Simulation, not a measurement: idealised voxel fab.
A process module follows: voxel gate over fins.
In the cross-section labelled cut, the width is 230 nm and each square cell is 5 nm.
In this document a cross-section is written as a grid of square cells. It is given as a series of bands, listed from the top down, and a band is one or more rows of cells.
Top, bottom (nm), then materials left to right with widths (nm); lone material tagged "everywhere" fills the whole band edge to edge; "empty" = empty space.
All heights in this document are referenced to 0, defined as the level beneath which the wafer, as received, consists entirely of one material. The lowest band is not bounded below; it extends indefinitely downward and is written in the form "from 0 down".
A two-number width, for instance "30 to 40", indicates that the width is equal to the first number in the top row of the band and to the second number in the bottom row, and that it changes by a constant amount per row of cells.
"nothing changed" (step): cross-section cells unchanged, all of them.
The list in "Entrapped void list" covers empty spaces of 8 cells or more that cannot reach the top through any open way, and it gives each as width x height at distance; the distance is from the left edge, and width, height and distance are in nm.
Where a step's line continues beyond its settings, the continuation is a remark by the simulator itself on that step.
overlay nm: for a step with a mask, the amount by which the mask lay right of where it was planned; a negative amount means left of it.

Steps in the process plan:
1) RECEIVE | material Si
2) CONFORMAL_DEP | material SiN | thk nm 5
3) MASKED_ETCH | tone cover | mask id FINS | width nm 15 | pitch nm 35 | etch materials SiN | depth nm 5 | overlay nm 0
4) MASKED_ETCH | tone cover | mask id FINS | width nm 15 | pitch nm 35 | etch materials Si | depth nm 30 | overlay nm 0
5) OXIDIZE | depth nm 5
6) FILL_DEP | material SiO2 | thk nm 10
7) CMP | height nm 5
8) SELECTIVE_ETCH | etch materials SiO2 | depth nm 20
9) STRIP | etch materials SiN
10) CONFORMAL_DEP | material HfO2 | thk nm 5
11) CONFORMAL_DEP | material TiN | thk nm 5
12) FILL_DEP | material W | thk nm 15
13) CMP | height nm 20
14) CONFORMAL_DEP | material SiCN | thk nm 5
Where the wafers of this document differ is in the depth nm of step 4; they start out the same, and the plan states the value that applied to the first wafer.

Sectional view: first of several wafers, as received, after step 1:
from 0 down = Si everywhere
Entrapped void list: none

After the module's final step, step 14: the first of several wafers in cross-section:
from 25 to 20 = SiCN everywhere
from 20 to 10 = W everywhere
from 10 to 5 = W 65 nm; TiN 25 nm; W 10 nm; TiN 25 nm; W 10 nm; TiN 25 nm; W 70 nm
from 5 to 0 = W 65 nm; TiN 5 nm; HfO2 15 nm; TiN 5 nm; W 10 nm; TiN 5 nm; HfO2 15 nm; TiN 5 nm; W 10 nm; TiN 5 nm; HfO2 15 nm; TiN 5 nm; W 70 nm
from 0 to -5 = W 65 nm; TiN 5 nm; HfO2 5 nm; Si 5 nm; HfO2 5 nm; TiN 5 nm; W 10 nm; TiN 5 nm; HfO2 5 nm; Si 5 nm; HfO2 5 nm; TiN 5 nm; W 10 nm; TiN 5 nm; HfO2 5 nm; Si 5 nm; HfO2 5 nm; TiN 5 nm; W 70 nm
from -5 to -10 = TiN 70 nm; HfO2 5 nm; Si 5 nm; HfO2 5 nm; TiN 20 nm; HfO2 5 nm; Si 5 nm; HfO2 5 nm; TiN 20 nm; HfO2 5 nm; Si 5 nm; HfO2 5 nm; TiN 75 nm
from -10 to -15 = HfO2 75 nm; Si 5 nm; HfO2 30 nm; Si 5 nm; HfO2 30 nm; Si 5 nm; HfO2 80 nm
from -15 to -35 = SiO2 75 nm; Si 5 nm; SiO2 30 nm; Si 5 nm; SiO2 30 nm; Si 5 nm; SiO2 80 nm
from -35 down = Si everywhere
Entrapped void list: none

Wafer cross-section (last wafer, module end):
from 25 to 20 = SiCN everywhere
from 20 to 10 = W everywhere
from 10 to 5 = W 65 nm; TiN 25 nm; W 10 nm; TiN 25 nm; W 10 nm; TiN 25 nm; W 70 nm
from 5 to 0 = W 65 nm; TiN 5 nm; HfO2 15 nm; TiN 5 nm; W 10 nm; TiN 5 nm; HfO2 15 nm; TiN 5 nm; W 10 nm; TiN 5 nm; HfO2 15 nm; TiN 5 nm; W 70 nm
from 0 to -5 = W 65 nm; TiN 5 nm; HfO2 5 nm; Si 5 nm; HfO2 5 nm; TiN 5 nm; W 10 nm; TiN 5 nm; HfO2 5 nm; Si 5 nm; HfO2 5 nm; TiN 5 nm; W 10 nm; TiN 5 nm; HfO2 5 nm; Si 5 nm; HfO2 5 nm; TiN 5 nm; W 70 nm
from -5 to -10 = TiN 70 nm; HfO2 5 nm; Si 5 nm; HfO2 5 nm; TiN 20 nm; HfO2 5 nm; Si 5 nm; HfO2 5 nm; TiN 20 nm; HfO2 5 nm; Si 5 nm; HfO2 5 nm; TiN 75 nm
from -10 to -15 = HfO2 75 nm; Si 5 nm; HfO2 30 nm; Si 5 nm; HfO2 30 nm; Si 5 nm; HfO2 80 nm
from -15 to -60 = SiO2 75 nm; Si 5 nm; SiO2 30 nm; Si 5 nm; SiO2 30 nm; Si 5 nm; SiO2 80 nm
from -60 down = Si everywhere
Entrapped void list: none

Take any row and you have a wafer at the end of the module: how many cells of each material it has gained (+) or lost (-) since it was received, and then its closed voids:
depth nm 30; +64 HfO2; -301 Si; +46 SiCN; +172 SiO2; +64 TiN; +185 W; Entrapped void list: none
depth nm 35; +64 HfO2; -344 Si; +46 SiCN; +215 SiO2; +64 TiN; +185 W; Entrapped void list: none
depth nm 40; +64 HfO2; -387 Si; +46 SiCN; +258 SiO2; +64 TiN; +185 W; Entrapped void list: none
depth nm 45; +64 HfO2; -430 Si; +46 SiCN; +301 SiO2; +64 TiN; +185 W; Entrapped void list: none
depth nm 50; +64 HfO2; -473 Si; +46 SiCN; +344 SiO2; +64 TiN; +185 W; Entrapped void list: none
depth nm 55; +64 HfO2; -516 Si; +46 SiCN; +387 SiO2; +64 TiN; +185 W; Entrapped void list: none
